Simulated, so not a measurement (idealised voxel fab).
voxel fin reveal: a process module
Shown is cross-section cut, with a width of 245 nm and square cells of size 5 nm.
When this document writes out a cross-section, it uses a grid of square cells and lists it as bands, beginning at the top and moving down, with a band standing for one or more rows of cells.
The band entry comprises the height of the band's top followed by the height of its bottom, expressed in nm, and subsequently the band's materials from left to right, each stated together with its width in nm. Where a single material is marked with the word "edge to edge", that material fills the band from edge to edge. The word "blank" represents empty space.
Convention: height 0 is the level below which the wafer, as received, is all one material. The lowest band does not terminate at the bottom but continues downward, represented as "0..down".
With a width like "30..40", each row of cells in the band differs from the next by the same amount, the top row carrying the first number and the bottom row the second.
No cell of the cross-section changed in a step that is given as "no alterations made".
Any empty space of 8 cells or more lacking an open way to the top shows up in "Enclosed cavity list" as width x height at distance, distance from the left edge, in nm.
It should be noted that, on the line of a given step, the content following the step's settings is a remark produced by the simulator itself with respect to that step.
overlay nm: mask right of planned place by this much (step with mask). Neg. = left.
Steps in the process plan:
1: RECEIVE with material Si
2: CONFORMAL_DEP with material SiN, thk nm 10
3: DIRECTIONAL_DEP with material aC, thk nm 15
4: PATTERN with tone cover, mask id FINS, material resist, width nm 15, pitch nm 45, thk nm 30, overlay nm 0
5: DIRECTIONAL_ETCH with etch materials aC, depth nm 15
6: STRIP with etch materials resist
7: DIRECTIONAL_ETCH with etch materials SiN, depth nm 10
8: DIRECTIONAL_ETCH with etch materials Si, depth nm 30
9: STRIP with etch materials aC
10: FILL_DEP with material SiO2, thk nm 10
11: CMP with height nm 10
12: SELECTIVE_ETCH with etch materials SiO2, depth nm 20
13: STRIP with etch materials SiN
14: CONFORMAL_DEP with material SiO2, thk nm 5
Received-state cross-section, reflecting completion of step 1:
  0..down = Si edge to edge
  Enclosed cavity list: none
Cross-section, first of two wafers, end of module, run as planned:
  5..0 = blank=85; SiO2=25; blank=20; SiO2=25; blank=90
  0..-5 = blank=85; SiO2=5; Si=15; SiO2=5; blank=20; SiO2=5; Si=15; SiO2=5; blank=90
  -5..-30 = SiO2=90; Si=15; SiO2=30; Si=15; SiO2=95
  -30..down = Si edge to edge
  Enclosed cavity list: none
Same start, same plan as the first wafer - but one mistake in the run. Cross-section of the second of the two at the end of the module:
  5..0 = blank=85; SiO2=25; blank=20; SiO2=25; blank=90
  0..-5 = blank=85; SiO2=5; Si=15; SiO2=5; blank=20; SiO2=5; Si=15; SiO2=5; blank=90
  -5..-60 = SiO2=90; Si=15; SiO2=30; Si=15; SiO2=95
  -60..down = Si edge to edge
  Enclosed cavity list: none
Heads up, the wafer didn't run the way we planned it: step 8, plan: ran twice
Bottom line after processing is that, in cells, the second wafer is up or down on some materials versus the first: 258 fewer of Si; 258 more of SiO2
